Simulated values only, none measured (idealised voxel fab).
This is a process module. Its name is voxel capacitor over wiring.
It is cross-section cut that appears here, measuring 230 nm in width, its square cells being 5 nm in size.
Format of a cross-section: grid, square cells. Given as bands. Order: top down. Band: one or more rows of cells.
The entry gives the band's vertical extent as a top height and a bottom height in nm, then its horizontal make-up as materials from left to right, each with a width in nm. "blank" stands for empty space; a single material marked "full width" fills the band edge to edge.
All heights in this document are referenced to 0, defined as the level beneath which the wafer, as received, consists entirely of one material. The lowest band is not bounded below; it extends indefinitely downward and is written in the form "0..down".
Top row gets the first number, bottom row gets the second, and each row in between changes by the same step: that is how a band width like "30..40" works.
A step reported as "remained unchanged" is a step in which no cell of the cross-section changed.
Reported under the label "Fully enclosed voids" are the empty spaces having no open way to the top and comprising 8 cells or more; the notation for each is width x height at distance, in which the distance is measured from the left edge and all three values are in nm.
Anything after a step's settings on that line? It's the simulator's own note about the step.
"overlay nm", when on a step's line for a step with a mask, measures how far to the right of its planned place the mask lay; a negative measure means to the left.
Structure of the following material. The material consists of pairs of cross-sections. Each pair comprises the cross-section before one process step and the cross-section after that step, the latter shown only down to the lowest band that changed. The step between the cross-sections is specified beneath each pair, including its settings. Pairs are not necessarily consecutive: they may derive from different runs of this module performed on the same starting wafer. Continuity with the pair above is to be assumed only where the entry headed "Pre-process cross-section" of the pair in question states it.

# Pre-process cross-section
    0..down  Si full width
    Fully enclosed voids: none

# Cut View, Post-Step
    10..0  SiO2 full width
    Everything under 0 stays put, no change at all.
    Fully enclosed voids: none
The two cross-sections above bracket this step: CONFORMAL_DEP, material SiO2, thk nm 10

Pre-process cross-section: it's just the after picture from the pair right above this one.

# Cut View, Post-Step
    15..10  SiCN full width
    Everything under 10 stays put, no change at all.
    Fully enclosed voids: none
The two cross-sections above bracket this step: CONFORMAL_DEP, material SiCN, thk nm 5

Pre-process cross-section: it's just the after picture from the pair right above this one.

# Cut View, Post-Step
    35..15  SiO2 full width
    Everything under 15 stays put, no change at all.
    Fully enclosed voids: none
The two cross-sections above bracket this step: DIRECTIONAL_DEP, material SiO2, thk nm 20

Pre-process cross-section: it's just the after picture from the pair right above this one.

# Cut View, Post-Step
    50..35  aC full width
    Everything under 35 stays put, no change at all.
    Fully enclosed voids: none
The two cross-sections above bracket this step: DIRECTIONAL_DEP, material aC, thk nm 15

Pre-process cross-section: it's just the after picture from the pair right above this one.

# Cut View, Post-Step
    85..50  resist (50), then blank (30), then resist (65), then blank (30), then resist (55)
    Everything under 50 stays put, no change at all.
    Fully enclosed voids: none
The two cross-sections above bracket this step: PATTERN, tone open, mask id METAL_1, material resist, width nm 30, pitch nm 95, thk nm 35, overlay nm 0

Pre-process cross-section: it's just the after picture from the pair right above this one.

# Cut View, Post-Step
    70..50  resist (50), then blank (30), then resist (65), then blank (30), then resist (55)
    50..35  aC (50), then blank (30), then aC (65), then blank (30), then aC (55)
    Everything under 35 stays put, no change at all.
    Fully enclosed voids: none
The two cross-sections above bracket this step: DIRECTIONAL_ETCH, etch materials aC, depth nm 15

Pre-process cross-section: it's just the after picture from the pair right above this one.

# Cut View, Post-Step
    50..35  aC (50), then blank (30), then aC (65), then blank (30), then aC (55)
    Everything under 35 stays put, no change at all.
    Fully enclosed voids: none
The two cross-sections above bracket this step: STRIP, etch materials resist

Pre-process cross-section: it's just the after picture from the pair right above this one.

# Cut View, Post-Step
    50..35  aC (50), then blank (30), then aC (65), then blank (30), then aC (55)
    35..15  SiO2 (50), then blank (30), then SiO2 (65), then blank (30), then SiO2 (55)
    Everything under 15 stays put, no change at all.
    Fully enclosed voids: none
The two cross-sections above bracket this step: DIRECTIONAL_ETCH, etch materials SiO2, depth nm 20

Pre-process cross-section: it's just the after picture from the pair right above this one.

# Cut View, Post-Step
    50..35  aC (50), then blank (30), then aC (65), then blank (30), then aC (55)
    35..15  SiO2 (50), then blank (30), then SiO2 (65), then blank (30), then SiO2 (55)
    15..10  SiCN (50), then blank (30), then SiCN (65), then blank (30), then SiCN (55)
    Everything under 10 stays put, no change at all.
    Fully enclosed voids: none
The two cross-sections above bracket this step: DIRECTIONAL_ETCH, etch materials SiCN, depth nm 5

Pre-process cross-section: it's just the after picture from the pair right above this one.

# Cut View, Post-Step
    35..15  SiO2 (50), then blank (30), then SiO2 (65), then blank (30), then SiO2 (55)
    Everything under 15 stays put, no change at all.
    Fully enclosed voids: none
The two cross-sections above bracket this step: STRIP, etch materials aC

Pre-process cross-section: it's just the after picture from the pair right above this one.

# Cut View, Post-Step
    40..35  TiN (55), then blank (20), then TiN (75), then blank (20), then TiN (60)
    35..15  SiO2 (50), then TiN (5), then blank (20), then TiN (5), then SiO2 (65), then TiN (5), then blank (20), then TiN (5), then SiO2 (55)
    15..10  SiCN (50), then TiN (30), then SiCN (65), then TiN (30), then SiCN (55)
    Everything under 10 stays put, no change at all.
    Fully enclosed voids: none
The two cross-sections above bracket this step: CONFORMAL_DEP, material TiN, thk nm 5

Pre-process cross-section: it's just the after picture from the pair right above this one.

# Cut View, Post-Step
    45..40  Ru full width
    40..35  TiN (55), then Ru (20), then TiN (75), then Ru (20), then TiN (60)
    35..15  SiO2 (50), then TiN (5), then Ru (20), then TiN (5), then SiO2 (65), then TiN (5), then Ru (20), then TiN (5), then SiO2 (55)
    Everything under 15 stays put, no change at all.
    Fully enclosed voids: none
The two cross-sections above bracket this step: FILL_DEP, material Ru, thk nm 5

Pre-process cross-section: it's just the after picture from the pair right above this one.

# Cut View, Post-Step
    35..15  SiO2 (50), then TiN (5), then Ru (20), then TiN (5), then SiO2 (65), then TiN (5), then Ru (20), then TiN (5), then SiO2 (55)
    Everything under 15 stays put, no change at all.
    Fully enclosed voids: none
The two cross-sections above bracket this step: CMP, height nm 35

Pre-process cross-section: it's just the after picture from the pair right above this one.

# Cut View, Post-Step
    40..35  SiCN full width
    Everything under 35 stays put, no change at all.
    Fully enclosed voids: none
The two cross-sections above bracket this step: CONFORMAL_DEP, material SiCN, thk nm 5

Pre-process cross-section: it's just the after picture from the pair right above this one.

# Cut View, Post-Step
    55..40  lowk full width
    Everything under 40 stays put, no change at all.
    Fully enclosed voids: none
The two cross-sections above bracket this step: DIRECTIONAL_DEP, material lowk, thk nm 15

Pre-process cross-section: it's just the after picture from the pair right above this one.

# Cut View, Post-Step
    65..55  aC full width
    Everything under 55 stays put, no change at all.
    Fully enclosed voids: none
The two cross-sections above bracket this step: DIRECTIONAL_DEP, material aC, thk nm 10

Pre-process cross-section: it's just the after picture from the pair right above this one.

# Cut View, Post-Step
    95..65  resist (65), then blank (15), then resist (150)
    Everything under 65 stays put, no change at all.
    Fully enclosed voids: none
The two cross-sections above bracket this step: PATTERN, tone open, mask id PLUG_1, material resist, width nm 15, thk nm 30, overlay nm 0

Pre-process cross-section: it's just the after picture from the pair right above this one.

# Cut View, Post-Step
    85..65  resist (65), then blank (15), then resist (150)
    65..55  aC (65), then blank (15), then aC (150)
    Everything under 55 stays put, no change at all.
    Fully enclosed voids: none
The two cross-sections above bracket this step: DIRECTIONAL_ETCH, etch materials aC, depth nm 10

Pre-process cross-section: it's just the after picture from the pair right above this one.

# Cut View, Post-Step
    65..55  aC (65), then blank (15), then aC (150)
    Everything under 55 stays put, no change at all.
    Fully enclosed voids: none
The two cross-sections above bracket this step: STRIP, etch materials resist

Pre-process cross-section: it's just the after picture from the pair right above this one.

# Cut View, Post-Step
    65..55  aC (65), then blank (15), then aC (150)
    55..40  lowk (65), then blank (15), then lowk (150)
    Everything under 40 stays put, no change at all.
    Fully enclosed voids: none
The two cross-sections above bracket this step: DIRECTIONAL_ETCH, etch materials lowk, depth nm 15

Pre-process cross-section: it's just the after picture from the pair right above this one.

# Cut View, Post-Step
    65..55  aC (65), then blank (15), then aC (150)
    55..40  lowk (65), then blank (15), then lowk (150)
    40..35  SiCN (65), then blank (15), then SiCN (150)
    Everything under 35 stays put, no change at all.
    Fully enclosed voids: none
The two cross-sections above bracket this step: DIRECTIONAL_ETCH, etch materials SiCN, depth nm 5

Pre-process cross-section: it's just the after picture from the pair right above this one.

# Cut View, Post-Step
    55..40  lowk (65), then blank (15), then lowk (150)
    Everything under 40 stays put, no change at all.
    Fully enclosed voids: none
The two cross-sections above bracket this step: STRIP, etch materials aC

Pre-process cross-section: it's just the after picture from the pair right above this one.

# Cut View, Post-Step
    55..45  lowk (65), then blank (15), then lowk (150)
    45..40  lowk (65), then Ru (15), then lowk (150)
    40..35  SiCN (65), then Ru (15), then SiCN (150)
    Everything under 35 stays put, no change at all.
    Fully enclosed voids: none
The two cross-sections above bracket this step: EPI, material Ru, thk nm 10

Pre-process cross-section: it's just the after picture from the pair right above this one.

# Cut View, Post-Step
    55..40  lowk (65), then Ru (15), then lowk (150)
    Everything under 40 stays put, no change at all.
    Fully enclosed voids: none
The two cross-sections above bracket this step: EPI, material Ru, thk nm 10

Pre-process cross-section: it's just the after picture from the pair right above this one.

# Cut View, Post-Step
    65..55  TiN full width
    Everything under 55 stays put, no change at all.
    Fully enclosed voids: none
The two cross-sections above bracket this step: DIRECTIONAL_DEP, material TiN, thk nm 10

Pre-process cross-section: it's just the after picture from the pair right above this one.

# Cut View, Post-Step
    70..65  SiN full width
    Everything under 65 stays put, no change at all.
    Fully enclosed voids: none
The two cross-sections above bracket this step: DIRECTIONAL_DEP, material SiN, thk nm 5

Pre-process cross-section: it's just the after picture from the pair right above this one.

# Cut View, Post-Step
    80..70  TiN full width
    Everything under 70 stays put, no change at all.
    Fully enclosed voids: none
The two cross-sections above bracket this step: DIRECTIONAL_DEP, material TiN, thk nm 10

Pre-process cross-section: it's just the after picture from the pair right above this one.

# Cut View, Post-Step
    80..70  blank (65), then TiN (70), then blank (95)
    Everything under 70 stays put, no change at all.
    Fully enclosed voids: none
The two cross-sections above bracket this step: MASKED_ETCH, tone cover, mask id UPPER_PLATE, width nm 70, etch materials TiN, depth nm 10, overlay nm 0

Pre-process cross-section: it's just the after picture from the pair right above this one.

# Cut View, Post-Step
    80..70  blank (65), then TiN (70), then blank (95)
    70..65  blank (65), then SiN (70), then blank (95)
    Everything under 65 stays put, no change at all.
    Fully enclosed voids: none
The two cross-sections above bracket this step: MASKED_ETCH, tone cover, mask id UPPER_PLATE, width nm 70, etch materials SiN, depth nm 5, overlay nm 0

Pre-process cross-section: it's just the after picture from the pair right above this one.

# Cut View, Post-Step
    90..80  blank (65), then aC (70), then blank (95)
    80..75  blank (65), then TiN (70), then blank (95)
    75..70  aC (65), then TiN (70), then aC (95)
    70..65  aC (65), then SiN (70), then aC (95)
    Everything under 65 stays put, no change at all.
    Fully enclosed voids: none
The two cross-sections above bracket this step: DIRECTIONAL_DEP, material aC, thk nm 10

Pre-process cross-section: it's just the after picture from the pair right above this one.

# Cut View, Post-Step
    115..90  blank (60), then resist (80), then blank (90)
    90..80  blank (60), then resist (5), then aC (70), then resist (5), then blank (90)
    80..75  blank (60), then resist (5), then TiN (70), then resist (5), then blank (90)
    Everything under 75 stays put, no change at all.
    Fully enclosed voids: none
The two cross-sections above bracket this step: PATTERN, tone cover, mask id LOWER_PLATE, material resist, width nm 80, thk nm 25, overlay nm 0

Pre-process cross-section: it's just the after picture from the pair right above this one.

# Cut View, Post-Step
    105..90  blank (60), then resist (80), then blank (90)
    90..80  blank (60), then resist (5), then aC (70), then resist (5), then blank (90)
    80..75  blank (60), then resist (5), then TiN (70), then resist (5), then blank (90)
    75..70  blank (60), then aC (5), then TiN (70), then aC (5), then blank (90)
    70..65  blank (60), then aC (5), then SiN (70), then aC (5), then blank (90)
    Everything under 65 stays put, no change at all.
    Fully enclosed voids: none
The two cross-sections above bracket this step: DIRECTIONAL_ETCH, etch materials aC, depth nm 10

Pre-process cross-section: it's just the after picture from the pair right above this one.

# Cut View, Post-Step
    90..80  blank (65), then aC (70), then blank (95)
    80..75  blank (65), then TiN (70), then blank (95)
    Everything under 75 stays put, no change at all.
    Fully enclosed voids: none
The two cross-sections above bracket this step: STRIP, etch materials resist

Pre-process cross-section: it's just the after picture from the pair right above this one.

# Cut View, Post-Step
    90..80  blank (65), then aC (70), then blank (95)
    80..75  blank (65), then TiN (70), then blank (95)
    75..70  blank (60), then aC (5), then TiN (70), then aC (5), then blank (90)
    70..65  blank (60), then aC (5), then SiN (70), then aC (5), then blank (90)
    65..55  blank (60), then TiN (80), then blank (90)
    Everything under 55 stays put, no change at all.
    Fully enclosed voids: none
The two cross-sections above bracket this step: DIRECTIONAL_ETCH, etch materials TiN, depth nm 10

Pre-process cross-section: it's just the after picture from the pair right above this one.

# Cut View, Post-Step
    80..70  blank (65), then TiN (70), then blank (95)
    70..65  blank (65), then SiN (70), then blank (95)
    Everything under 65 stays put, no change at all.
    Fully enclosed voids: none
The two cross-sections above bracket this step: STRIP, etch materials aC

Pre-process cross-section: it's just the after picture from the pair right above this one.

# Cut View, Post-Step
    95..80  SiO2 full width
    80..70  SiO2 (65), then TiN (70), then SiO2 (95)
    70..65  SiO2 (65), then SiN (70), then SiO2 (95)
    65..55  SiO2 (60), then TiN (80), then SiO2 (90)
    Everything under 55 stays put, no change at all.
    Fully enclosed voids: none
The two cross-sections above bracket this step: FILL_DEP, material SiO2, thk nm 15

Pre-process cross-section: it's just the after picture from the pair right above this one.

# Cut View, Post-Step
    90..80  SiO2 full width
    Everything under 80 stays put, no change at all.
    Fully enclosed voids: none
The two cross-sections above bracket this step: CMP, height nm 90

Pre-process cross-section: it's just the after picture from the pair right above this one.

# Cut View, Post-Step
    105..90  aC full width
    Everything under 90 stays put, no change at all.
    Fully enclosed voids: none
The two cross-sections above bracket this step: DIRECTIONAL_DEP, material aC, thk nm 15

Pre-process cross-section: it's just the after picture from the pair right above this one.

# Cut View, Post-Step
    140..105  resist (75), then blank (15), then resist (140)
    Everything under 105 stays put, no change at all.
    Fully enclosed voids: none
The two cross-sections above bracket this step: PATTERN, tone open, mask id PLUG_2, material resist, width nm 15, thk nm 35, overlay nm 0

Pre-process cross-section: it's just the after picture from the pair right above this one.

# Cut View, Post-Step
    125..105  resist (75), then blank (15), then resist (140)
    105..90  aC (75), then blank (15), then aC (140)
    Everything under 90 stays put, no change at all.
    Fully enclosed voids: none
The two cross-sections above bracket this step: DIRECTIONAL_ETCH, etch materials aC, depth nm 15

Pre-process cross-section: it's just the after picture from the pair right above this one.

# Cut View, Post-Step
    105..90  aC (75), then blank (15), then aC (140)
    Everything under 90 stays put, no change at all.
    Fully enclosed voids: none
The two cross-sections above bracket this step: STRIP, etch materials resist

Pre-process cross-section: it's just the after picture from the pair right above this one.

# Cut View, Post-Step
    105..90  aC (75), then blank (15), then aC (140)
    90..80  SiO2 (75), then blank (15), then SiO2 (140)
    Everything under 80 stays put, no change at all.
    Fully enclosed voids: none
The two cross-sections above bracket this step: DIRECTIONAL_ETCH, etch materials SiO2, depth nm 10

Pre-process cross-section: it's just the after picture from the pair right above this one.

# Cut View, Post-Step
    90..80  SiO2 (75), then blank (15), then SiO2 (140)
    Everything under 80 stays put, no change at all.
    Fully enclosed voids: none
The two cross-sections above bracket this step: STRIP, etch materials aC

Pre-process cross-section: it's just the after picture from the pair right above this one.

# Cut View, Post-Step
    95..90  TiN (80), then blank (5), then TiN (145)
    90..85  SiO2 (75), then TiN (5), then blank (5), then TiN (5), then SiO2 (140)
    85..80  SiO2 (75), then TiN (15), then SiO2 (140)
    Everything under 80 stays put, no change at all.
    Fully enclosed voids: none
The two cross-sections above bracket this step: CONFORMAL_DEP, material TiN, thk nm 5

Pre-process cross-section: it's just the after picture from the pair right above this one.

# Cut View, Post-Step
    100..95  W full width
    95..90  TiN (80), then W (5), then TiN (145)
    90..85  SiO2 (75), then TiN (5), then W (5), then TiN (5), then SiO2 (140)
    Everything under 85 stays put, no change at all.
    Fully enclosed voids: none
The two cross-sections above bracket this step: FILL_DEP, material W, thk nm 5

Pre-process cross-section: it's just the after picture from the pair right above this one.

# Cut View, Post-Step
    90..85  SiO2 (75), then TiN (5), then W (5), then TiN (5), then SiO2 (140)
    Everything under 85 stays put, no change at all.
    Fully enclosed voids: none
The two cross-sections above bracket this step: CMP, height nm 90

Pre-process cross-section: it's just the after picture from the pair right above this one.

# Cut View, Post-Step
    95..90  SiN full width
    Everything under 90 stays put, no change at all.
    Fully enclosed voids: none
The two cross-sections above bracket this step: CONFORMAL_DEP, material SiN, thk nm 5

# Pre-process cross-section
    0..down  Si full width
    Fully enclosed voids: none

# Cut View, Post-Step
    5..0  SiCN full width
    Everything under 0 stays put, no change at all.
    Fully enclosed voids: none
The two cross-sections above bracket this step: CONFORMAL_DEP, material SiCN, thk nm 5

Pre-process cross-section: it's just the after picture from the pair right above this one.

# Cut View, Post-Step
    25..5  SiO2 full width
    Everything under 5 stays put, no change at all.
    Fully enclosed voids: none
The two cross-sections above bracket this step: DIRECTIONAL_DEP, material SiO2, thk nm 20

Pre-process cross-section: it's just the after picture from the pair right above this one.

# Cut View, Post-Step
    40..25  aC full width
    Everything under 25 stays put, no change at all.
    Fully enclosed voids: none
The two cross-sections above bracket this step: DIRECTIONAL_DEP, material aC, thk nm 15

Pre-process cross-section: it's just the after picture from the pair right above this one.

# Cut View, Post-Step
    75..40  resist (50), then blank (30), then resist (65), then blank (30), then resist (55)
    Everything under 40 stays put, no change at all.
    Fully enclosed voids: none
The two cross-sections above bracket this step: PATTERN, tone open, mask id METAL_1, material resist, width nm 30, pitch nm 95, thk nm 35, overlay nm 0

Pre-process cross-section: it's just the after picture from the pair right above this one.

# Cut View, Post-Step
    60..40  resist (50), then blank (30), then resist (65), then blank (30), then resist (55)
    40..25  aC (50), then blank (30), then aC (65), then blank (30), then aC (55)
    Everything under 25 stays put, no change at all.
    Fully enclosed voids: none
The two cross-sections above bracket this step: DIRECTIONAL_ETCH, etch materials aC, depth nm 15

Pre-process cross-section: it's just the after picture from the pair right above this one.

# Cut View, Post-Step
    40..25  aC (50), then blank (30), then aC (65), then blank (30), then aC (55)
    Everything under 25 stays put, no change at all.
    Fully enclosed voids: none
The two cross-sections above bracket this step: STRIP, etch materials resist

Pre-process cross-section: it's just the after picture from the pair right above this one.

# Cut View, Post-Step
    40..25  aC (50), then blank (30), then aC (65), then blank (30), then aC (55)
    25..5  SiO2 (50), then blank (30), then SiO2 (65), then blank (30), then SiO2 (55)
    Everything under 5 stays put, no change at all.
    Fully enclosed voids: none
The two cross-sections above bracket this step: DIRECTIONAL_ETCH, etch materials SiO2, depth nm 20

Pre-process cross-section: it's just the after picture from the pair right above this one.

# Cut View, Post-Step
    40..25  aC (50), then blank (30), then aC (65), then blank (30), then aC (55)
    25..5  SiO2 (50), then blank (30), then SiO2 (65), then blank (30), then SiO2 (55)
    5..0  SiCN (50), then blank (30), then SiCN (65), then blank (30), then SiCN (55)
    Everything under 0 stays put, no change at all.
    Fully enclosed voids: none
The two cross-sections above bracket this step: DIRECTIONAL_ETCH, etch materials SiCN, depth nm 5

Pre-process cross-section: it's just the after picture from the pair right above this one.

# Cut View, Post-Step
    25..5  SiO2 (50), then blank (30), then SiO2 (65), then blank (30), then SiO2 (55)
    Everything under 5 stays put, no change at all.
    Fully enclosed voids: none
The two cross-sections above bracket this step: STRIP, etch materials aC

Pre-process cross-section: it's just the after picture from the pair right above this one.

# Cut View, Post-Step
    30..25  TiN (55), then blank (20), then TiN (75), then blank (20), then TiN (60)
    25..5  SiO2 (50), then TiN (5), then blank (20), then TiN (5), then SiO2 (65), then TiN (5), then blank (20), then TiN (5), then SiO2 (55)
    5..0  SiCN (50), then TiN (30), then SiCN (65), then TiN (30), then SiCN (55)
    Everything under 0 stays put, no change at all.
    Fully enclosed voids: none
The two cross-sections above bracket this step: CONFORMAL_DEP, material TiN, thk nm 5

Pre-process cross-section: it's just the after picture from the pair right above this one.

# Cut View, Post-Step
    35..30  Ru full width
    30..25  TiN (55), then Ru (20), then TiN (75), then Ru (20), then TiN (60)
    25..5  SiO2 (50), then TiN (5), then Ru (20), then TiN (5), then SiO2 (65), then TiN (5), then Ru (20), then TiN (5), then SiO2 (55)
    Everything under 5 stays put, no change at all.
    Fully enclosed voids: none
The two cross-sections above bracket this step: FILL_DEP, material Ru, thk nm 5

Pre-process cross-section: it's just the after picture from the pair right above this one.

# Cut View, Post-Step
    40..35  SiCN full width
    Everything under 35 stays put, no change at all.
    Fully enclosed voids: none
The two cross-sections above bracket this step: CONFORMAL_DEP, material SiCN, thk nm 5

Pre-process cross-section: it's just the after picture from the pair right above this one.

# Cut View, Post-Step
    55..40  lowk full width
    Everything under 40 stays put, no change at all.
    Fully enclosed voids: none
The two cross-sections above bracket this step: DIRECTIONAL_DEP, material lowk, thk nm 15

Pre-process cross-section: it's just the after picture from the pair right above this one.

# Cut View, Post-Step
    65..55  aC full width
    Everything under 55 stays put, no change at all.
    Fully enclosed voids: none
The two cross-sections above bracket this step: DIRECTIONAL_DEP, material aC, thk nm 10

Pre-process cross-section: it's just the after picture from the pair right above this one.

# Cut View, Post-Step
    95..65  resist (65), then blank (15), then resist (150)
    Everything under 65 stays put, no change at all.
    Fully enclosed voids: none
The two cross-sections above bracket this step: PATTERN, tone open, mask id PLUG_1, material resist, width nm 15, thk nm 30, overlay nm 0

Pre-process cross-section: it's just the after picture from the pair right above this one.

# Cut View, Post-Step
    85..65  resist (65), then blank (15), then resist (150)
    65..55  aC (65), then blank (15), then aC (150)
    Everything under 55 stays put, no change at all.
    Fully enclosed voids: none
The two cross-sections above bracket this step: DIRECTIONAL_ETCH, etch materials aC, depth nm 10

Pre-process cross-section: it's just the after picture from the pair right above this one.

# Cut View, Post-Step
    65..55  aC (65), then blank (15), then aC (150)
    Everything under 55 stays put, no change at all.
    Fully enclosed voids: none
The two cross-sections above bracket this step: STRIP, etch materials resist

Pre-process cross-section: it's just the after picture from the pair right above this one.

# Cut View, Post-Step
    65..55  aC (65), then blank (15), then aC (150)
    55..40  lowk (65), then blank (15), then lowk (150)
    Everything under 40 stays put, no change at all.
    Fully enclosed voids: none
The two cross-sections above bracket this step: DIRECTIONAL_ETCH, etch materials lowk, depth nm 15

Pre-process cross-section: it's just the after picture from the pair right above this one.

# Cut View, Post-Step
    65..55  aC (65), then blank (15), then aC (150)
    55..40  lowk (65), then blank (15), then lowk (150)
    40..35  SiCN (65), then blank (15), then SiCN (150)
    Everything under 35 stays put, no change at all.
    Fully enclosed voids: none
The two cross-sections above bracket this step: DIRECTIONAL_ETCH, etch materials SiCN, depth nm 5

Pre-process cross-section: it's just the after picture from the pair right above this one.

# Cut View, Post-Step
    55..40  lowk (65), then blank (15), then lowk (150)
    Everything under 40 stays put, no change at all.
    Fully enclosed voids: none
The two cross-sections above bracket this step: STRIP, etch materials aC

Pre-process cross-section: it's just the after picture from the pair right above this one.

# Cut View, Post-Step
    55..45  lowk (65), then blank (15), then lowk (150)
    45..40  lowk (65), then Ru (15), then lowk (150)
    40..35  SiCN (65), then Ru (15), then SiCN (150)
    Everything under 35 stays put, no change at all.
    Fully enclosed voids: none
The two cross-sections above bracket this step: EPI, material Ru, thk nm 10

Pre-process cross-section: it's just the after picture from the pair right above this one.

# Cut View, Post-Step
    55..40  lowk (65), then Ru (15), then lowk (150)
    Everything under 40 stays put, no change at all.
    Fully enclosed voids: none
The two cross-sections above bracket this step: EPI, material Ru, thk nm 10

Pre-process cross-section: it's just the after picture from the pair right above this one.

# Cut View, Post-Step
    65..55  TiN full width
    Everything under 55 stays put, no change at all.
    Fully enclosed voids: none
The two cross-sections above bracket this step: DIRECTIONAL_DEP, material TiN, thk nm 10

Pre-process cross-section: it's just the after picture from the pair right above this one.

# Cut View, Post-Step
    70..65  SiN full width
    Everything under 65 stays put, no change at all.
    Fully enclosed voids: none
The two cross-sections above bracket this step: DIRECTIONAL_DEP, material SiN, thk nm 5

Pre-process cross-section: it's just the after picture from the pair right above this one.

# Cut View, Post-Step
    80..70  TiN full width
    Everything under 70 stays put, no change at all.
    Fully enclosed voids: none
The two cross-sections above bracket this step: DIRECTIONAL_DEP, material TiN, thk nm 10

Pre-process cross-section: it's just the after picture from the pair right above this one.

# Cut View, Post-Step
    80..70  blank (65), then TiN (70), then blank (95)
    Everything under 70 stays put, no change at all.
    Fully enclosed voids: none
The two cross-sections above bracket this step: MASKED_ETCH, tone cover, mask id UPPER_PLATE, width nm 70, etch materials TiN, depth nm 10, overlay nm 0

Pre-process cross-section: it's just the after picture from the pair right above this one.

# Cut View, Post-Step
    80..70  blank (65), then TiN (70), then blank (95)
    70..65  blank (65), then SiN (70), then blank (95)
    Everything under 65 stays put, no change at all.
    Fully enclosed voids: none
The two cross-sections above bracket this step: MASKED_ETCH, tone cover, mask id UPPER_PLATE, width nm 70, etch materials SiN, depth nm 5, overlay nm 0

Pre-process cross-section: it's just the after picture from the pair right above this one.

# Cut View, Post-Step
    90..80  blank (65), then aC (70), then blank (95)
    80..75  blank (65), then TiN (70), then blank (95)
    75..70  aC (65), then TiN (70), then aC (95)
    70..65  aC (65), then SiN (70), then aC (95)
    Everything under 65 stays put, no change at all.
    Fully enclosed voids: none
The two cross-sections above bracket this step: DIRECTIONAL_DEP, material aC, thk nm 10

Pre-process cross-section: it's just the after picture from the pair right above this one.

# Cut View, Post-Step
    115..90  blank (60), then resist (80), then blank (90)
    90..80  blank (60), then resist (5), then aC (70), then resist (5), then blank (90)
    80..75  blank (60), then resist (5), then TiN (70), then resist (5), then blank (90)
    Everything under 75 stays put, no change at all.
    Fully enclosed voids: none
The two cross-sections above bracket this step: PATTERN, tone cover, mask id LOWER_PLATE, material resist, width nm 80, thk nm 25, overlay nm 0

Pre-process cross-section: it's just the after picture from the pair right above this one.

# Cut View, Post-Step
    105..90  blank (60), then resist (80), then blank (90)
    90..80  blank (60), then resist (5), then aC (70), then resist (5), then blank (90)
    80..75  blank (60), then resist (5), then TiN (70), then resist (5), then blank (90)
    75..70  blank (60), then aC (5), then TiN (70), then aC (5), then blank (90)
    70..65  blank (60), then aC (5), then SiN (70), then aC (5), then blank (90)
    Everything under 65 stays put, no change at all.
    Fully enclosed voids: none
The two cross-sections above bracket this step: DIRECTIONAL_ETCH, etch materials aC, depth nm 10

Pre-process cross-section: it's just the after picture from the pair right above this one.

# Cut View, Post-Step
    90..80  blank (65), then aC (70), then blank (95)
    80..75  blank (65), then TiN (70), then blank (95)
    Everything under 75 stays put, no change at all.
    Fully enclosed voids: none
The two cross-sections above bracket this step: STRIP, etch materials resist

Pre-process cross-section: it's just the after picture from the pair right above this one.

# Cut View, Post-Step
    90..80  blank (65), then aC (70), then blank (95)
    80..75  blank (65), then TiN (70), then blank (95)
    75..70  blank (60), then aC (5), then TiN (70), then aC (5), then blank (90)
    70..65  blank (60), then aC (5), then SiN (70), then aC (5), then blank (90)
    65..55  blank (60), then TiN (80), then blank (90)
    Everything under 55 stays put, no change at all.
    Fully enclosed voids: none
The two cross-sections above bracket this step: DIRECTIONAL_ETCH, etch materials TiN, depth nm 10

Pre-process cross-section: it's just the after picture from the pair right above this one.

# Cut View, Post-Step
    80..70  blank (65), then TiN (70), then blank (95)
    70..65  blank (65), then SiN (70), then blank (95)
    Everything under 65 stays put, no change at all.
    Fully enclosed voids: none
The two cross-sections above bracket this step: STRIP, etch materials aC

Pre-process cross-section: it's just the after picture from the pair right above this one.

# Cut View, Post-Step
    95..80  SiO2 full width
    80..70  SiO2 (65), then TiN (70), then SiO2 (95)
    70..65  SiO2 (65), then SiN (70), then SiO2 (95)
    65..55  SiO2 (60), then TiN (80), then SiO2 (90)
    Everything under 55 stays put, no change at all.
    Fully enclosed voids: none
The two cross-sections above bracket this step: FILL_DEP, material SiO2, thk nm 15

Pre-process cross-section: it's just the after picture from the pair right above this one.

# Cut View, Post-Step
    90..80  SiO2 full width
    Everything under 80 stays put, no change at all.
    Fully enclosed voids: none
The two cross-sections above bracket this step: CMP, height nm 90

Pre-process cross-section: it's just the after picture from the pair right above this one.

# Cut View, Post-Step
    105..90  aC full width
    Everything under 90 stays put, no change at all.
    Fully enclosed voids: none
The two cross-sections above bracket this step: DIRECTIONAL_DEP, material aC, thk nm 15

Pre-process cross-section: it's just the after picture from the pair right above this one.

# Cut View, Post-Step
    140..105  resist (75), then blank (15), then resist (140)
    Everything under 105 stays put, no change at all.
    Fully enclosed voids: none
The two cross-sections above bracket this step: PATTERN, tone open, mask id PLUG_2, material resist, width nm 15, thk nm 35, overlay nm 0

Pre-process cross-section: it's just the after picture from the pair right above this one.

# Cut View, Post-Step
    125..105  resist (75), then blank (15), then resist (140)
    105..90  aC (75), then blank (15), then aC (140)
    Everything under 90 stays put, no change at all.
    Fully enclosed voids: none
The two cross-sections above bracket this step: DIRECTIONAL_ETCH, etch materials aC, depth nm 15

Pre-process cross-section: it's just the after picture from the pair right above this one.

# Cut View, Post-Step
    105..90  aC (75), then blank (15), then aC (140)
    Everything under 90 stays put, no change at all.
    Fully enclosed voids: none
The two cross-sections above bracket this step: STRIP, etch materials resist

Pre-process cross-section: it's just the after picture from the pair right above this one.

# Cut View, Post-Step
    105..90  aC (75), then blank (15), then aC (140)
    90..80  SiO2 (75), then blank (15), then SiO2 (140)
    Everything under 80 stays put, no change at all.
    Fully enclosed voids: none
The two cross-sections above bracket this step: DIRECTIONAL_ETCH, etch materials SiO2, depth nm 10

Pre-process cross-section: it's just the after picture from the pair right above this one.

# Cut View, Post-Step
    90..80  SiO2 (75), then blank (15), then SiO2 (140)
    Everything under 80 stays put, no change at all.
    Fully enclosed voids: none
The two cross-sections above bracket this step: STRIP, etch materials aC

Pre-process cross-section: it's just the after picture from the pair right above this one.

# Cut View, Post-Step
    95..90  TiN (80), then blank (5), then TiN (145)
    90..85  SiO2 (75), then TiN (5), then blank (5), then TiN (5), then SiO2 (140)
    85..80  SiO2 (75), then TiN (15), then SiO2 (140)
    Everything under 80 stays put, no change at all.
    Fully enclosed voids: none
The two cross-sections above bracket this step: CONFORMAL_DEP, material TiN, thk nm 5

Pre-process cross-section: it's just the after picture from the pair right above this one.

# Cut View, Post-Step
    100..95  W full width
    95..90  TiN (80), then W (5), then TiN (145)
    90..85  SiO2 (75), then TiN (5), then W (5), then TiN (5), then SiO2 (140)
    Everything under 85 stays put, no change at all.
    Fully enclosed voids: none
The two cross-sections above bracket this step: FILL_DEP, material W, thk nm 5
